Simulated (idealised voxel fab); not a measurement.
Herein follows the process module entitled voxel wiring stack.
The figure presents cross-section cut, which has a width of 245 nm and is divided into square cells with an edge length of 5 nm.
Cross-section format: a grid of square cells, given as bands from top to bottom; each band is one or more rows of cells. Band: top and bottom heights (nm) first, top before bottom; then materials from left to right, widths in nm. "full width" marks a sole material filling the band edge to edge. "air" denotes empty space. Height reference: 0 = level under which incoming wafer is all one material. Lowest band: no bottom, runs on downward, e.g. "top 0, no bottom". The expression "30->40" gives the width at the extremes of the band, the first number at its top row of cells and the second at its bottom row, with the width changing by equal amounts from each row to the next in between. It should be understood that the words "all unchanged", when stated for a given step, signify that the cross-section underwent no change in any of its cells during that step. The entry titled "Closed void table" provides the empty spaces that have no open way to the top, restricted to those of 8 cells or more. Each is presented as width x height at distance, the distance being measured from the left edge, with all three in nm. Read whatever lies past the settings on a step's line as the simulator's own remark about the step. overlay nm: mask right of planned place by this much (step with mask). Neg. = left.

This section lists the process steps that were planned
1: RECEIVE,material Si
2: CONFORMAL_DEP,material SiO2,thk nm 15
3: CONFORMAL_DEP,material SiN,thk nm 5
4: DIRECTIONAL_DEP,material SiO2,thk nm 20
5: PATTERN,tone open,mask id METAL_1,material resist,width nm 30,pitch nm 50,thk nm 15,overlay nm 0
6: DIRECTIONAL_ETCH,etch materials SiO2,depth nm 20
7: DIRECTIONAL_ETCH,etch materials SiN,depth nm 5
8: STRIP,etch materials resist
9: CONFORMAL_DEP,material TiN,thk nm 5
10: FILL_DEP,material W,thk nm 10
11: CMP,height nm 40
12: CONFORMAL_DEP,material SiCN,thk nm 5
13: DIRECTIONAL_DEP,material SiO2,thk nm 20
14: DIRECTIONAL_DEP,material aC,thk nm 15
15: PATTERN,tone open,mask id PLUG_1,material resist,width nm 15,pitch nm 50,thk nm 30,overlay nm 0
16: DIRECTIONAL_ETCH,etch materials aC,depth nm 15
17: STRIP,etch materials resist
18: DIRECTIONAL_ETCH,etch materials SiO2,depth nm 20
19: DIRECTIONAL_ETCH,etch materials SiCN,depth nm 5
20: STRIP,etch materials aC
21: CONFORMAL_DEP,material TiN,thk nm 5
22: FILL_DEP,material Cu,thk nm 5
23: CMP,height nm 65
24: DIRECTIONAL_DEP,material TiN,thk nm 5
25: DIRECTIONAL_DEP,material Ru,thk nm 15
26: MASKED_ETCH,tone cover,mask id METAL_2,width nm 30,pitch nm 50,etch materials Ru,depth nm 15,overlay nm 0
27: MASKED_ETCH,tone cover,mask id METAL_2,width nm 30,pitch nm 50,etch materials TiN,depth nm 5,overlay nm 0
28: FILL_DEP,material SiO2,thk nm 10
29: CMP,height nm 85
30: CONFORMAL_DEP,material SiCN,thk nm 5
31: DIRECTIONAL_DEP,material lowk,thk nm 10
32: MASKED_ETCH,tone open,mask id PLUG_2,width nm 15,pitch nm 50,etch materials lowk,depth nm 10,overlay nm -15
33: MASKED_ETCH,tone open,mask id PLUG_2,width nm 15,pitch nm 50,etch materials SiCN,depth nm 5,overlay nm 0
34: EPI,material Ru,thk nm 10
35: EPI,material Ru,thk nm 5
36: DIRECTIONAL_DEP,material TiN,thk nm 5
37: DIRECTIONAL_DEP,material W,thk nm 20
38: PATTERN,tone cover,mask id METAL_3,material resist,width nm 30,pitch nm 50,thk nm 15,overlay nm 0
39: DIRECTIONAL_ETCH,etch materials W,depth nm 20
40: DIRECTIONAL_ETCH,etch materials TiN,depth nm 5
41: STRIP,etch materials resist
42: CONFORMAL_DEP,material SiCN,thk nm 5
43: FILL_DEP,material SiO2,thk nm 5
44: CMP,height nm 125
45: CONFORMAL_DEP,material SiN,thk nm 5
Be aware that, although all wafers share a common starting state, the overlay nm at step 32 differs among them, and the plan displays the first wafer's value.

Incoming state of the first of several wafers in cross-section: after step 1
* top 0, no bottom | Si full width
* Closed void table: none

At the end of the module, after its last step, step 45, the first of several wafers appears in cross-section as follows
* top 130, bottom 125 | SiN full width
* top 125, bottom 105 | SiO2=50, SiCN=5, W=30, SiCN=5, SiO2=10, SiCN=5, W=30, SiCN=5, SiO2=10, SiCN=5, W=30, SiCN=5, SiO2=55
* top 105, bottom 100 | SiCN=45, SiO2=5, SiCN=5, TiN=30, SiCN=10, SiO2=5, SiCN=5, TiN=30, SiCN=10, SiO2=5, SiCN=5, TiN=30, SiCN=60
* top 100, bottom 95 | lowk=40, SiCN=5, SiO2=5, SiCN=5, lowk=35, SiCN=5, SiO2=5, SiCN=5, lowk=35, SiCN=5, SiO2=5, SiCN=5, lowk=90
* top 95, bottom 90 | lowk=40, SiCN=15, lowk=35, SiCN=15, lowk=35, SiCN=15, lowk=90
* top 90, bottom 85 | SiCN full width
* top 85, bottom 70 | SiO2=55, Ru=30, SiO2=20, Ru=30, SiO2=20, Ru=30, SiO2=60
* top 70, bottom 65 | SiO2=55, TiN=30, SiO2=20, TiN=30, SiO2=20, TiN=30, SiO2=60
* top 65, bottom 45 | SiO2=55, TiN=5, Cu=5, TiN=5, SiO2=35, TiN=5, Cu=5, TiN=5, SiO2=35, TiN=5, Cu=5, TiN=5, SiO2=75
* top 45, bottom 40 | SiCN=55, TiN=15, SiCN=35, TiN=15, SiCN=35, TiN=15, SiCN=75
* top 40, bottom 20 | SiO2=55, TiN=5, W=20, TiN=5, SiO2=20, TiN=5, W=20, TiN=5, SiO2=20, TiN=5, W=20, TiN=5, SiO2=60
* top 20, bottom 15 | SiN=55, TiN=30, SiN=20, TiN=30, SiN=20, TiN=30, SiN=60
* top 15, bottom 0 | SiO2 full width
* top 0, no bottom | Si full width
* Closed void table: none

At the end of the module, the last of several wafers in cross-section
* top 130, bottom 125 | SiN full width
* top 125, bottom 115 | SiO2=50, SiCN=5, W=15, SiCN=5->20, SiO2=25->10, SiCN=5, W=15, SiCN=5->20, SiO2=25->10, SiCN=5, W=15, SiCN=5->20, SiO2=70->55
* top 115, bottom 105 | SiO2=50, SiCN=5, W=30, SiCN=5, SiO2=10, SiCN=5, W=30, SiCN=5, SiO2=10, SiCN=5, W=30, SiCN=5, SiO2=55
* top 105, bottom 100 | SiCN=55, TiN=15, W=15, SiCN=20, TiN=15, W=15, SiCN=20, TiN=15, W=15, SiCN=60
* top 100, bottom 95 | lowk=70, W=15, lowk=35, W=15, lowk=35, W=15, lowk=60
* top 95, bottom 90 | lowk=70, TiN=15, lowk=35, TiN=15, lowk=35, TiN=15, lowk=60
* top 90, bottom 85 | SiCN full width
* top 85, bottom 70 | SiO2=55, Ru=30, SiO2=20, Ru=30, SiO2=20, Ru=30, SiO2=60
* top 70, bottom 65 | SiO2=55, TiN=30, SiO2=20, TiN=30, SiO2=20, TiN=30, SiO2=60
* top 65, bottom 45 | SiO2=55, TiN=5, Cu=5, TiN=5, SiO2=35, TiN=5, Cu=5, TiN=5, SiO2=35, TiN=5, Cu=5, TiN=5, SiO2=75
* top 45, bottom 40 | SiCN=55, TiN=15, SiCN=35, TiN=15, SiCN=35, TiN=15, SiCN=75
* top 40, bottom 20 | SiO2=55, TiN=5, W=20, TiN=5, SiO2=20, TiN=5, W=20, TiN=5, SiO2=20, TiN=5, W=20, TiN=5, SiO2=60
* top 20, bottom 15 | SiN=55, TiN=30, SiN=20, TiN=30, SiN=20, TiN=30, SiN=60
* top 15, bottom 0 | SiO2 full width
* top 0, no bottom | Si full width
* Closed void table: none

Gained (+) or lost (-) cells of each material since receipt, then closed voids: one row per wafer, at the end of the module
overlay nm -15 | +12 Cu | +54 Ru | +156 SiCN | +80 SiN | +661 SiO2 | +111 TiN | +120 W | +80 lowk | Closed void table: none
overlay nm -10 | +12 Cu | +75 Ru | +141 SiCN | +80 SiN | +655 SiO2 | +111 TiN | +120 W | +80 lowk | Closed void table: none
overlay nm -5 | +12 Cu | +78 Ru | +138 SiCN | +80 SiN | +655 SiO2 | +111 TiN | +120 W | +80 lowk | Closed void table: none
overlay nm 0 | +12 Cu | +81 Ru | +135 SiCN | +80 SiN | +655 SiO2 | +111 TiN | +120 W | +80 lowk | Closed void table: none
overlay nm 5 | +12 Cu | +78 Ru | +138 SiCN | +80 SiN | +655 SiO2 | +111 TiN | +120 W | +80 lowk | Closed void table: none
overlay nm 10 | +12 Cu | +75 Ru | +141 SiCN | +80 SiN | +655 SiO2 | +111 TiN | +120 W | +80 lowk | Closed void table: none
overlay nm 15 | +12 Cu | +54 Ru | +153 SiCN | +80 SiN | +664 SiO2 | +111 TiN | +120 W | +80 lowk | Closed void table: none
